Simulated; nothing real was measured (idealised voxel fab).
You're looking at the process module voxel tone inversion.
Pictured: cross-section cut, 255 nm wide, on a grid of 5 nm square cells.
Heads up, the way a cross-section reads in here is a grid of square cells, handed over as bands from the top down, with every band being one or more rows of cells.
First you get the band's top height and its bottom height, in nm, and then the materials it's made of, left to right, with each width in nm. If you see a single material with "throughout", that one covers the band edge to edge. "blank" is empty space.
Zero point of the height axis is 0; under it, received wafer = one material. Lowest band: continues down indefinitely, "z 0 and below".
A width such as "30..40" changes by the same amount from each row of cells to the next, from the band's top row to its bottom row.
When a step is marked "no modifications", none of the cells in the cross-section changed during that step.
Any empty space of 8 cells or more lacking an open way to the top shows up in "Closed voids list" as width x height at distance, distance from the left edge, in nm.
It should be noted that, on the line of a given step, the content following the step's settings is a remark produced by the simulator itself with respect to that step.
overlay nm, on a step with a mask: how far to the right of its planned place the mask lay; to the left if negative
SO HERE'S THE LINEUP OF PROCESS STEPS WE PLANNED
| 1 | RECEIVE [material Si] |
| 2 | CONFORMAL_DEP [material SiN] [thk nm 5] |
| 3 | DIRECTIONAL_DEP [material polySi] [thk nm 20] |
| 4 | PATTERN [tone cover] [mask id POSTS] [material resist] [width nm 20] [pitch nm 40] [thk nm 30] [overlay nm 0] |
| 5 | DIRECTIONAL_ETCH [etch materials polySi] [depth nm 20] |
| 6 | STRIP [etch materials resist] |
| 7 | FILL_DEP [material lowk] [thk nm 5] |
| 8 | CMP [height nm 25] |
| 9 | STRIP [etch materials polySi] |
| 10 | CONFORMAL_DEP [material TiN] [thk nm 5] |
| 11 | FILL_DEP [material Cu] [thk nm 5] |
| 12 | CMP [height nm 25] |
| 13 | CONFORMAL_DEP [material SiN] [thk nm 5] |
SHOWN IN CROSS-SECTION IS THE WAFER AS RECEIVED, THAT IS, AS IT STANDS AFTER STEP 1
  z 0 and below: Si throughout
  Closed voids list: none
LOOKING AT THE FIRST OF TWO WAFERS IN CROSS-SECTION AT END OF MODULE - RAN TO PLAN
  z 30 to 25: SiN throughout
  z 25 to 10: lowk 55, TiN 5, Cu 10, TiN 5, lowk 20, TiN 5, Cu 10, TiN 5, lowk 20, TiN 5, Cu 10, TiN 5, lowk 20, TiN 5, Cu 10, TiN 5, lowk 60
  z 10 to 5: lowk 55, TiN 20, lowk 20, TiN 20, lowk 20, TiN 20, lowk 20, TiN 20, lowk 60
  z 5 to 0: SiN throughout
  z 0 and below: Si throughout
  Closed voids list: none
CROSS-SECTION, WAFER TWO OF TWO, END OF MODULE: SAME START AND PLAN AS WAFER ONE, ONE ERROR IN EXECUTION
  z 30 to 25: SiN throughout
  z 25 to 10: lowk 55, TiN 5, Cu 15, TiN 5, lowk 15, TiN 5, Cu 15, TiN 5, lowk 15, TiN 5, Cu 15, TiN 5, lowk 15, TiN 5, Cu 15, TiN 5, lowk 55
  z 10 to 5: lowk 55, TiN 25, lowk 15, TiN 25, lowk 15, TiN 25, lowk 15, TiN 25, lowk 55
  z 5 to 0: SiN throughout
  z 0 and below: Si throughout
  Closed voids list: none
Plan not followed: for step 4, the planned setting was not used; the step was instead run as PATTERN [tone cover] [mask id POSTS] [material resist] [width nm 25] [pitch nm 40] [thk nm 30] [overlay nm 0]
It is noted that, at the conclusion of processing, the second wafer exhibits a higher or lower cell count for certain materials relative to the first: 12 more of Cu; 4 more of TiN; 16 fewer of lowk
